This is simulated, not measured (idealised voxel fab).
Module name: voxel ribs on slabs (process module)
175 nm wide, 5 nm square cells: that's cross-section cut.
Cross-section format: a grid of square cells, given as bands from top to bottom; each band is one or more rows of cells. For a band, the entry starts with two heights in nm, that of the top and then that of the bottom, and carries on with the band's materials in order from left to right, each alongside its width in nm; the word "full width" beside a single material means it fills the band edge to edge, and "blank" means empty space. Height 0 is the level under which the wafer as received is all one material. The lowest band goes on downwards, as in "0 nm and below". When a width is written as two numbers, as in "30..40", the first number is the width in the top row of cells of the band and the second is the width in its bottom row, and the width changes by the same amount from each row to the next. When a step is marked "no change occurred", none of the cells in the cross-section changed during that step. Basically, "Fully sealed cavities" tells you about the enclosed voids: empty spaces with no open way to the top, 8 cells or bigger, each written width x height at distance, where distance is from the left edge, all in nm. Step line, after settings: the simulator's comment on this step. overlay nm: on a step with a mask, how far right of its planned place the mask lay; negative means left.
SET OUT BELOW ARE THE PLANNED STEPS OF THE PROCESS
1: RECEIVE with material Si
2: DIRECTIONAL_DEP with material SiO2, thk nm 30
3: DIRECTIONAL_DEP with material SiN, thk nm 20
4: MASKED_ETCH with tone cover, mask id RIB, width nm 25, etch materials SiN, depth nm 5, overlay nm -15
5: PATTERN with tone cover, mask id SLAB, material resist, width nm 85, thk nm 15, overlay nm 0
6: DIRECTIONAL_ETCH with etch materials SiN, depth nm 15
7: STRIP with etch materials resist
8: FILL_DEP with material SiO2, thk nm 20
9: CMP with height nm 60
10: DIRECTIONAL_DEP with material W, thk nm 5
11: DIRECTIONAL_DEP with material aC, thk nm 10
12: PATTERN with tone cover, mask id HEATER, material resist, width nm 35, thk nm 30, overlay nm 0
13: DIRECTIONAL_ETCH with etch materials aC, depth nm 10
14: STRIP with etch materials resist
15: DIRECTIONAL_ETCH with etch materials W, depth nm 5
16: STRIP with etch materials aC
17: CONFORMAL_DEP with material SiN, thk nm 5
The plan's step 4 overlay nm is the first wafer's value; the wafers differ in this setting and start identical.
AS-RECEIVED CROSS-SECTION, FIRST OF SEVERAL WAFERS, POST STEP 1
	0 nm and below: Si full width
	Fully sealed cavities: none
CROSS-SECTION OF THE FIRST OF SEVERAL WAFERS ONCE THE MODULE HAS RUN THROUGH ITS LAST STEP, STEP 17
	70 nm to 65 nm: 65 blank | 45 SiN | 65 blank
	65 nm to 60 nm: 70 SiN | 35 W | 70 SiN
	60 nm to 50 nm: SiO2 full width
	50 nm to 45 nm: 60 SiO2 | 25 SiN | 90 SiO2
	45 nm to 30 nm: 45 SiO2 | 85 SiN | 45 SiO2
	30 nm to 0 nm: SiO2 full width
	0 nm and below: Si full width
	Fully sealed cavities: none
FINAL WAFER OF SEVERAL, SHOWN IN CROSS-SECTION AT THE END OF THE MODULE
	70 nm to 65 nm: 65 blank | 45 SiN | 65 blank
	65 nm to 60 nm: 70 SiN | 35 W | 70 SiN
	60 nm to 50 nm: SiO2 full width
	50 nm to 45 nm: 90 SiO2 | 25 SiN | 60 SiO2
	45 nm to 30 nm: 45 SiO2 | 85 SiN | 45 SiO2
	30 nm to 0 nm: SiO2 full width
	0 nm and below: Si full width
	Fully sealed cavities: none
WHERE EACH WAFER STANDS AT THE END OF THE MODULE, A ROW APIECE: CELLS OF EACH MATERIAL GAINED (+) OR LOST (-) SINCE IT WAS RECEIVED, THEN CLOSED VOIDS
overlay nm -15, +93 SiN, +364 SiO2, +7 W, Fully sealed cavities: none
overlay nm -10, +93 SiN, +364 SiO2, +7 W, Fully sealed cavities: none
overlay nm -5, +93 SiN, +364 SiO2, +7 W, Fully sealed cavities: none
overlay nm 0, +93 SiN, +364 SiO2, +7 W, Fully sealed cavities: none
overlay nm 5, +93 SiN, +364 SiO2, +7 W, Fully sealed cavities: none
overlay nm 10, +93 SiN, +364 SiO2, +7 W, Fully sealed cavities: none
overlay nm 15, +93 SiN, +364 SiO2, +7 W, Fully sealed cavities: none
